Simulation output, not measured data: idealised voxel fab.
A process module follows: voxel capacitor over wiring.
Pictured: cross-section cut, 195 nm wide, on a grid of 5 nm square cells.
Cross-section layout: square cells on a grid; listed as bands, top to bottom; a band spans one or more cell rows. For a band, the entry starts with two heights in nm, that of the top and then that of the bottom, and carries on with the band's materials in order from left to right, each alongside its width in nm; the word "edge to edge" beside a single material means it fills the band edge to edge, and "blank" means empty space. The reference from which all heights are counted is 0, the level beneath which the as-received wafer is entirely one material; the lowest band, having no lower bound, proceeds downward and is written after the example "from 0 down". The width entry "30 to 40" should be interpreted row by row: the top row of cells in the band takes the first number, the bottom row takes the second number, and the change between adjacent rows is uniform throughout. Given "nothing different" for a step, no cell of the cross-section differs between before and after that step. Listed in "Sealed void inventory": every empty space of 8 or more cells without an open way to the top. Form: width x height at distance, the distance being from the left edge, all in nm. Post-settings text on a step line: simulator's own remark regarding the step. Steps that use a mask can have "overlay nm" on their line. It says how far the mask sat to the right of where it was meant to be. Negative means to the left.
### The following list gives the planned process steps
1. RECEIVE | material Si
2. CONFORMAL_DEP | material SiO2 | thk nm 10
3. CONFORMAL_DEP | material SiCN | thk nm 5
4. DIRECTIONAL_DEP | material SiO2 | thk nm 20
5. PATTERN | tone open | mask id METAL_1 | material resist | width nm 30 | pitch nm 100 | thk nm 15 | overlay nm 0
6. DIRECTIONAL_ETCH | etch materials SiO2 | depth nm 20
7. DIRECTIONAL_ETCH | etch materials SiCN | depth nm 5
8. STRIP | etch materials resist
9. CONFORMAL_DEP | material TiN | thk nm 5
10. FILL_DEP | material W | thk nm 5
11. CMP | height nm 35
12. EPI | material Ru | thk nm 5
13. FILL_DEP | material SiCN | thk nm 5
14. DIRECTIONAL_DEP | material lowk | thk nm 15
15. PATTERN | tone open | mask id PLUG_1 | material resist | width nm 15 | thk nm 15 | overlay nm 0
16. DIRECTIONAL_ETCH | etch materials lowk | depth nm 15
17. DIRECTIONAL_ETCH | etch materials SiCN | depth nm 5
18. STRIP | etch materials resist
19. EPI | material Ru | thk nm 10
20. EPI | material Ru | thk nm 10
21. DIRECTIONAL_DEP | material TiN | thk nm 5
22. DIRECTIONAL_DEP | material Al2O3 | thk nm 5
23. DIRECTIONAL_DEP | material TiN | thk nm 10
24. PATTERN | tone cover | mask id UPPER_PLATE | material resist | width nm 75 | thk nm 20 | overlay nm 0
25. DIRECTIONAL_ETCH | etch materials TiN | depth nm 10
26. DIRECTIONAL_ETCH | etch materials Al2O3 | depth nm 5
27. STRIP | etch materials resist
28. PATTERN | tone cover | mask id LOWER_PLATE | material resist | width nm 85 | thk nm 15 | overlay nm 0
29. DIRECTIONAL_ETCH | etch materials TiN | depth nm 5
30. STRIP | etch materials resist
31. FILL_DEP | material SiO2 | thk nm 20
32. CMP | height nm 95
33. DIRECTIONAL_DEP | material aC | thk nm 15
34. PATTERN | tone open | mask id PLUG_2 | material resist | width nm 15 | thk nm 30 | overlay nm 0
35. DIRECTIONAL_ETCH | etch materials aC | depth nm 15
36. STRIP | etch materials resist
37. DIRECTIONAL_ETCH | etch materials SiO2 | depth nm 15
38. STRIP | etch materials aC
39. CONFORMAL_DEP | material TiN | thk nm 5
40. FILL_DEP | material Cu | thk nm 10
41. CMP | height nm 95
42. CONFORMAL_DEP | material SiCN | thk nm 5
### Step 1 complete: cross-section of the wafer as received
	from 0 down  Si edge to edge
	Sealed void inventory: none
### Wafer cross-section at end of module: start and plan as shown above, one execution error
	from 100 to 95  SiCN edge to edge
	from 95 to 85  55 SiO2 | 5 TiN | 5 Cu | 5 TiN | 125 SiO2
	from 85 to 80  55 SiO2 | 15 TiN | 125 SiO2
	from 80 to 75  45 SiO2 | 75 Al2O3 | 75 SiO2
	from 75 to 70  40 SiO2 | 85 TiN | 70 SiO2
	from 70 to 60  TiN edge to edge
	from 60 to 45  45 lowk | 15 Ru | 135 lowk
	from 45 to 40  45 SiCN | 15 Ru | 135 SiCN
	from 40 to 35  25 SiCN | 40 Ru | 60 SiCN | 40 Ru | 30 SiCN
	from 35 to 15  30 SiO2 | 5 TiN | 20 W | 5 TiN | 70 SiO2 | 5 TiN | 20 W | 5 TiN | 35 SiO2
	from 15 to 10  30 SiCN | 30 TiN | 70 SiCN | 30 TiN | 35 SiCN
	from 10 to 0  SiO2 edge to edge
	from 0 down  Si edge to edge
	Sealed void inventory: none
What broke from the plan during processing? order of steps 22 and 23 inverted relative to the plan
